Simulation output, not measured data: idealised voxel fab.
Name of the process module below: voxel wiring stack
Section cut is 155 nm wide and gridded with 5 nm square cells.
The cross-sections in this document take the form of a grid made of square cells. They are written out as bands, in order from top to bottom. Each band consists of one or more rows of cells.
Read a band's entry like this: the first values are the height of its top and the height of its bottom in nm, and what follows is the sequence of materials from left to right, each with its width in nm. Note that "empty" is empty space, and that a single material marked "throughout" reaches across the band from edge to edge.
Basically, 0 is our baseline, since under it the wafer straight out of the box is all one material. The bottom band has no lower end and keeps on going down, so it looks like "0 down".
Top row gets the first number, bottom row gets the second, and each row in between changes by the same step: that is how a band width like "30 to 40" works.
Reading "no change" for a step: not a cell of the cross-section changed in it.
Closed-off voids of 8+ cells (no open route to the top) go in "Closed empty spaces", written width x height at distance from the left edge, in nm.
Anything after a step's settings on that line? It's the simulator's own note about the step.
overlay nm, on a step with a mask: how far to the right of its planned place the mask lay; to the left if negative
This section lists the process steps that were planned
1. RECEIVE [material Si]
2. CONFORMAL_DEP [material SiO2] [thk nm 10]
3. DIRECTIONAL_DEP [material TiN] [thk nm 5]
4. DIRECTIONAL_DEP [material Ru] [thk nm 25]
5. DIRECTIONAL_DEP [material aC] [thk nm 15]
6. PATTERN [tone cover] [mask id METAL_1] [material resist] [width nm 20] [pitch nm 50] [thk nm 35] [overlay nm 0]
7. DIRECTIONAL_ETCH [etch materials aC] [depth nm 15]
8. STRIP [etch materials resist]
9. DIRECTIONAL_ETCH [etch materials Ru] [depth nm 25]
10. DIRECTIONAL_ETCH [etch materials TiN] [depth nm 5]
11. STRIP [etch materials aC]
12. CONFORMAL_DEP [material SiCN] [thk nm 5]
13. FILL_DEP [material SiO2] [thk nm 10]
14. CMP [height nm 40]
15. CONFORMAL_DEP [material SiCN] [thk nm 5]
16. DIRECTIONAL_DEP [material SiO2] [thk nm 30]
17. MASKED_ETCH [tone open] [mask id METAL_2] [width nm 20] [pitch nm 50] [etch materials SiO2] [depth nm 20] [overlay nm 0]
18. PATTERN [tone open] [mask id METAL_2_HOLES] [material resist] [width nm 15] [pitch nm 100] [thk nm 20] [overlay nm 0]
19. DIRECTIONAL_ETCH [etch materials SiO2] [depth nm 10]
20. DIRECTIONAL_ETCH [etch materials SiCN] [depth nm 5]
21. STRIP [etch materials resist]
22. CONFORMAL_DEP [material TiN] [thk nm 5]
23. FILL_DEP [material Cu] [thk nm 10]
24. CMP [height nm 75]
25. CONFORMAL_DEP [material SiCN] [thk nm 5]
As received (post step 1): cross-section
0 down | Si throughout
Closed empty spaces: none
Wafer cross-section at module end: first of two, run to plan
80 to 75 | SiCN throughout
75 to 60 | SiO2 15, TiN 5, Cu 10, TiN 5, SiO2 30, TiN 5, Cu 10, TiN 5, SiO2 30, TiN 5, Cu 10, TiN 5, SiO2 20
60 to 55 | SiO2 15, TiN 5, Cu 5, TiN 10, SiO2 30, TiN 20, SiO2 30, TiN 5, Cu 5, TiN 10, SiO2 20
55 to 45 | SiO2 15, TiN 5, Cu 5, TiN 5, SiO2 85, TiN 5, Cu 5, TiN 5, SiO2 25
45 to 40 | SiCN 15, TiN 15, SiCN 85, TiN 15, SiCN 25
40 to 15 | SiO2 10, SiCN 5, Ru 20, SiCN 5, SiO2 20, SiCN 5, Ru 20, SiCN 5, SiO2 20, SiCN 5, Ru 20, SiCN 5, SiO2 15
15 to 10 | SiCN 15, TiN 20, SiCN 30, TiN 20, SiCN 30, TiN 20, SiCN 20
10 to 0 | SiO2 throughout
0 down | Si throughout
Closed empty spaces: none
Wafer two (of two), end-of-module cross-section: start = wafer one, plan = wafer one, one run mistake
80 to 75 | SiCN throughout
75 to 45 | SiO2 throughout
45 to 40 | SiCN throughout
40 to 15 | SiO2 10, SiCN 5, Ru 20, SiCN 5, SiO2 20, SiCN 5, Ru 20, SiCN 5, SiO2 20, SiCN 5, Ru 20, SiCN 5, SiO2 15
15 to 10 | SiCN 15, TiN 20, SiCN 30, TiN 20, SiCN 30, TiN 20, SiCN 20
10 to 0 | SiO2 throughout
0 down | Si throughout
Closed empty spaces: none
So what did we get wrong on this run? the plan had its step 16 run twice
Upon completion, the second wafer contains, in terms of cells, a greater or smaller amount of certain materials than the first wafer: -24 Cu | +6 SiCN | +60 SiO2 | -42 TiN
